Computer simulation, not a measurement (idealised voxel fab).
You're looking at the process module voxel lift off.
We display cut, a cross-section 195 nm in width whose square cells are each 5 nm.
A cross-section in this document is a grid of square cells, and it is written down as bands, the top band listed before the ones below it; a band is made up of one or more rows of cells.
What a band's entry tells you: where the top is and where the bottom is, as heights in nm, and after that what lies inside, material by material from left to right, each with its width in nm. Empty space is written as the word "blank", and a single material marked with the word "all across" occupies the band from edge to edge.
Note: height 0 marks the level under which the wafer is uniformly one material as received. Lowest band unbounded below, written "0..down".
Quick explanation for "30..40": the width changes in equal steps down the rows of cells, from the first number in the band's top row to the second number in its bottom row.
"changes: none" for a step: no cell of the cross-section changed in that step.
Closed-off voids of 8+ cells (no open route to the top) go in "Sealed internal voids", written width x height at distance from the left edge, in nm.
Note: text after step settings on the step line = simulator remark on that step.
You can add "overlay nm" to a step's line. For a step with a mask, it describes how far the mask lay to the right of its planned position, and a negative number describes a lay to the left.
Steps planned for the process
1: RECEIVE, material Si
2: CONFORMAL_DEP, material SiN, thk nm 5
3: PATTERN, tone open, mask id LINES, material resist, width nm 30, pitch nm 50, thk nm 15, overlay nm -15
4: DIRECTIONAL_DEP, material Ru, thk nm 5
5: STRIP, etch materials resist
6: CONFORMAL_DEP, material SiO2, thk nm 10
Be aware that, although all wafers share a common starting state, the overlay nm at step 3 differs among them, and the plan displays the first wafer's value.
First wafer of several, as received: cross-section after step 1
	0..down | Si all across
	Sealed internal voids: none
The rows of the table below are wafers. Looking at the end of the module, a row counts, for every material, the cells the wafer has gained, shown as (+), or lost, shown as (-), since it was received; its closed voids come next
overlay nm -15; +18 Ru; +39 SiN; +90 SiO2; Sealed internal voids: none
overlay nm -10; +18 Ru; +39 SiN; +90 SiO2; Sealed internal voids: none
overlay nm -5; +18 Ru; +39 SiN; +90 SiO2; Sealed internal voids: none
overlay nm 0; +18 Ru; +39 SiN; +90 SiO2; Sealed internal voids: none
overlay nm 5; +18 Ru; +39 SiN; +90 SiO2; Sealed internal voids: none
overlay nm 10; +18 Ru; +39 SiN; +90 SiO2; Sealed internal voids: none
overlay nm 15; +18 Ru; +39 SiN; +90 SiO2; Sealed internal voids: none
